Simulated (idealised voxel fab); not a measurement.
The following is a process module called voxel self aligned vias.
The cross-section on display is named cut; it measures 275 nm wide, and its cells are 5 nm squares.
Think of the cross-section as a grid of square cells. We describe it in bands, top to bottom, and each band covers one or more rows of those cells. Heights first: top, then bottom, in nm. Then materials, left to right, each with a width in nm. "throughout" on a single material: fills the band edge to edge. "air": empty space. Heights are reckoned from 0. Under this level, the received wafer is all of one material. The bottommost band is open-ended downward, for example "0..down". A width such as "30->40" changes by the same amount from each row of cells to the next, from the band's top row to its bottom row. Take "nothing changed" at face value: in the step it is given for, the cross-section changed in none of its cells. "Closed internal voids": empty spaces of 8 cells or more with no open way to the top, each given as width x height at distance, distance from the left edge, all in nm. Where a step's line continues beyond its settings, the continuation is a remark by the simulator itself on that step. overlay nm: mask right of planned place by this much (step with mask). Neg. = left. Pairs from here to the end. Each: cross-section before one process step, cross-section after it, the latter only as far down as the lowest band that changed. Under each: the step between, and its settings. Mind that the pairs may be taken from different runs of this module on the same starting wafer; whether a pair continues from the pair above depends on its entry headed "Pre-step view", and it does only where that entry says so.

PRE-STEP VIEW
  80..65: 50 nm aC / 40 nm air / 90 nm aC / 40 nm air / 55 nm aC
  65..50: SiO2 throughout
  50..45: 60 nm SiN / 5 nm TiN / 10 nm W / 5 nm TiN / 45 nm SiN / 5 nm TiN / 10 nm W / 5 nm TiN / 45 nm SiN / 5 nm TiN / 10 nm W / 5 nm TiN / 65 nm SiN
  45..25: 60 nm SiO2 / 5 nm TiN / 10 nm W / 5 nm TiN / 45 nm SiO2 / 5 nm TiN / 10 nm W / 5 nm TiN / 45 nm SiO2 / 5 nm TiN / 10 nm W / 5 nm TiN / 65 nm SiO2
  25..20: 60 nm SiO2 / 20 nm TiN / 45 nm SiO2 / 20 nm TiN / 45 nm SiO2 / 20 nm TiN / 65 nm SiO2
  20..15: SiCN throughout
  15..0: SiO2 throughout
  0..down: Si throughout
  Closed internal voids: none

RESULTING STRUCTURE
  80..65: 50 nm aC / 40 nm air / 90 nm aC / 40 nm air / 55 nm aC
  65..50: 50 nm SiO2 / 40 nm air / 90 nm SiO2 / 40 nm air / 55 nm SiO2
  Lower than 50, everything is as it was.
  Closed internal voids: none
Connecting step for the cross-sections above: DIRECTIONAL_ETCH, etch materials SiO2, depth nm 15

Pre-step view: the cross-section after the pair above

RESULTING STRUCTURE
  80..65: 50 nm aC / 40 nm air / 90 nm aC / 40 nm air / 55 nm aC
  65..50: 50 nm SiO2 / 40 nm air / 90 nm SiO2 / 40 nm air / 55 nm SiO2
  50..45: 50 nm SiN / 10 nm air / 5 nm TiN / 10 nm W / 5 nm TiN / 10 nm air / 35 nm SiN / 5 nm TiN / 10 nm W / 5 nm TiN / 35 nm SiN / 10 nm air / 5 nm TiN / 10 nm W / 5 nm TiN / 10 nm air / 55 nm SiN
  Lower than 45, everything is as it was.
  Closed internal voids: none
Connecting step for the cross-sections above: DIRECTIONAL_ETCH, etch materials SiN, depth nm 5

Pre-step view: the cross-section after the pair above

RESULTING STRUCTURE
  65..50: 50 nm SiO2 / 40 nm air / 90 nm SiO2 / 40 nm air / 55 nm SiO2
  Lower than 50, everything is as it was.
  Closed internal voids: none
Connecting step for the cross-sections above: STRIP, etch materials aC

Pre-step view: the cross-section after the pair above

RESULTING STRUCTURE
  70..65: 55 nm TiN / 30 nm air / 100 nm TiN / 30 nm air / 60 nm TiN
  65..55: 50 nm SiO2 / 5 nm TiN / 30 nm air / 5 nm TiN / 90 nm SiO2 / 5 nm TiN / 30 nm air / 5 nm TiN / 55 nm SiO2
  55..50: 50 nm SiO2 / 40 nm TiN / 90 nm SiO2 / 40 nm TiN / 55 nm SiO2
  50..45: 50 nm SiN / 15 nm TiN / 10 nm W / 15 nm TiN / 35 nm SiN / 5 nm TiN / 10 nm W / 5 nm TiN / 35 nm SiN / 15 nm TiN / 10 nm W / 15 nm TiN / 55 nm SiN
  Lower than 45, everything is as it was.
  Closed internal voids: none
Connecting step for the cross-sections above: CONFORMAL_DEP, material TiN, thk nm 5

Pre-step view: the cross-section after the pair above

RESULTING STRUCTURE
  75..70: Cu throughout
  70..65: 55 nm TiN / 30 nm Cu / 100 nm TiN / 30 nm Cu / 60 nm TiN
  65..55: 50 nm SiO2 / 5 nm TiN / 30 nm Cu / 5 nm TiN / 90 nm SiO2 / 5 nm TiN / 30 nm Cu / 5 nm TiN / 55 nm SiO2
  Lower than 55, everything is as it was.
  Closed internal voids: none
Connecting step for the cross-sections above: FILL_DEP, material Cu, thk nm 5

Pre-step view: the cross-section after the pair above

RESULTING STRUCTURE
  65..55: 50 nm SiO2 / 5 nm TiN / 30 nm Cu / 5 nm TiN / 90 nm SiO2 / 5 nm TiN / 30 nm Cu / 5 nm TiN / 55 nm SiO2
  Lower than 55, everything is as it was.
  Closed internal voids: none
Connecting step for the cross-sections above: CMP, height nm 65

Pre-step view: the cross-section after the pair above

RESULTING STRUCTURE
  70..65: SiCN throughout
  Lower than 65, everything is as it was.
  Closed internal voids: none
Connecting step for the cross-sections above: CONFORMAL_DEP, material SiCN, thk nm 5

PRE-STEP VIEW
  80..65: aC throughout
  65..50: SiO2 throughout
  50..45: 60 nm SiO2 / 20 nm SiN / 45 nm SiO2 / 20 nm SiN / 45 nm SiO2 / 20 nm SiN / 65 nm SiO2
  45..25: 60 nm SiO2 / 5 nm TiN / 10 nm W / 5 nm TiN / 45 nm SiO2 / 5 nm TiN / 10 nm W / 5 nm TiN / 45 nm SiO2 / 5 nm TiN / 10 nm W / 5 nm TiN / 65 nm SiO2
  25..20: 60 nm SiO2 / 20 nm TiN / 45 nm SiO2 / 20 nm TiN / 45 nm SiO2 / 20 nm TiN / 65 nm SiO2
  20..15: SiCN throughout
  15..0: SiO2 throughout
  0..down: Si throughout
  Closed internal voids: none

RESULTING STRUCTURE
  115..80: 50 nm air / 40 nm resist / 90 nm air / 40 nm resist / 55 nm air
  Lower than 80, everything is as it was.
  Closed internal voids: none
Connecting step for the cross-sections above: PATTERN, tone cover, mask id VIAS, material resist, width nm 40, pitch nm 130, thk nm 35, overlay nm 0

Pre-step view: the cross-section after the pair above

RESULTING STRUCTURE
  100..80: 50 nm air / 40 nm resist / 90 nm air / 40 nm resist / 55 nm air
  80..65: 50 nm air / 40 nm aC / 90 nm air / 40 nm aC / 55 nm air
  Lower than 65, everything is as it was.
  Closed internal voids: none
Connecting step for the cross-sections above: DIRECTIONAL_ETCH, etch materials aC, depth nm 15

Pre-step view: the cross-section after the pair above

RESULTING STRUCTURE
  80..65: 50 nm air / 40 nm aC / 90 nm air / 40 nm aC / 55 nm air
  Lower than 65, everything is as it was.
  Closed internal voids: none
Connecting step for the cross-sections above: STRIP, etch materials resist

Pre-step view: the cross-section after the pair above

RESULTING STRUCTURE
  80..65: 50 nm air / 40 nm aC / 90 nm air / 40 nm aC / 55 nm air
  65..50: 50 nm air / 40 nm SiO2 / 90 nm air / 40 nm SiO2 / 55 nm air
  Lower than 50, everything is as it was.
  Closed internal voids: none
Connecting step for the cross-sections above: DIRECTIONAL_ETCH, etch materials SiO2, depth nm 15

Pre-step view: the cross-section after the pair above

RESULTING STRUCTURE
  80..65: 50 nm air / 40 nm aC / 90 nm air / 40 nm aC / 55 nm air
  65..50: 50 nm air / 40 nm SiO2 / 90 nm air / 40 nm SiO2 / 55 nm air
  50..45: 60 nm SiO2 / 20 nm SiN / 45 nm SiO2 / 20 nm air / 45 nm SiO2 / 20 nm SiN / 65 nm SiO2
  Lower than 45, everything is as it was.
  Closed internal voids: none
Connecting step for the cross-sections above: DIRECTIONAL_ETCH, etch materials SiN, depth nm 5

Pre-step view: the cross-section after the pair above

RESULTING STRUCTURE
  65..50: 50 nm air / 40 nm SiO2 / 90 nm air / 40 nm SiO2 / 55 nm air
  Lower than 50, everything is as it was.
  Closed internal voids: none
Connecting step for the cross-sections above: STRIP, etch materials aC

Pre-step view: the cross-section after the pair above

RESULTING STRUCTURE
  70..65: 45 nm air / 50 nm TiN / 80 nm air / 50 nm TiN / 50 nm air
  65..55: 45 nm air / 5 nm TiN / 40 nm SiO2 / 5 nm TiN / 80 nm air / 5 nm TiN / 40 nm SiO2 / 5 nm TiN / 50 nm air
  55..50: 50 nm TiN / 40 nm SiO2 / 40 nm TiN / 10 nm air / 40 nm TiN / 40 nm SiO2 / 55 nm TiN
  50..45: 60 nm SiO2 / 20 nm SiN / 45 nm SiO2 / 20 nm TiN / 45 nm SiO2 / 20 nm SiN / 65 nm SiO2
  Lower than 45, everything is as it was.
  Closed internal voids: none
Connecting step for the cross-sections above: CONFORMAL_DEP, material TiN, thk nm 5

Pre-step view: the cross-section after the pair above

RESULTING STRUCTURE
  75..70: Cu throughout
  70..65: 45 nm Cu / 50 nm TiN / 80 nm Cu / 50 nm TiN / 50 nm Cu
  65..55: 45 nm Cu / 5 nm TiN / 40 nm SiO2 / 5 nm TiN / 80 nm Cu / 5 nm TiN / 40 nm SiO2 / 5 nm TiN / 50 nm Cu
  55..50: 50 nm TiN / 40 nm SiO2 / 40 nm TiN / 10 nm Cu / 40 nm TiN / 40 nm SiO2 / 55 nm TiN
  Lower than 50, everything is as it was.
  Closed internal voids: none
Connecting step for the cross-sections above: FILL_DEP, material Cu, thk nm 5

Pre-step view: the cross-section after the pair above

RESULTING STRUCTURE
  65..55: 45 nm Cu / 5 nm TiN / 40 nm SiO2 / 5 nm TiN / 80 nm Cu / 5 nm TiN / 40 nm SiO2 / 5 nm TiN / 50 nm Cu
  Lower than 55, everything is as it was.
  Closed internal voids: none
Connecting step for the cross-sections above: CMP, height nm 65

Pre-step view: the cross-section after the pair above

RESULTING STRUCTURE
  70..65: SiCN throughout
  Lower than 65, everything is as it was.
  Closed internal voids: none
Connecting step for the cross-sections above: CONFORMAL_DEP, material SiCN, thk nm 5
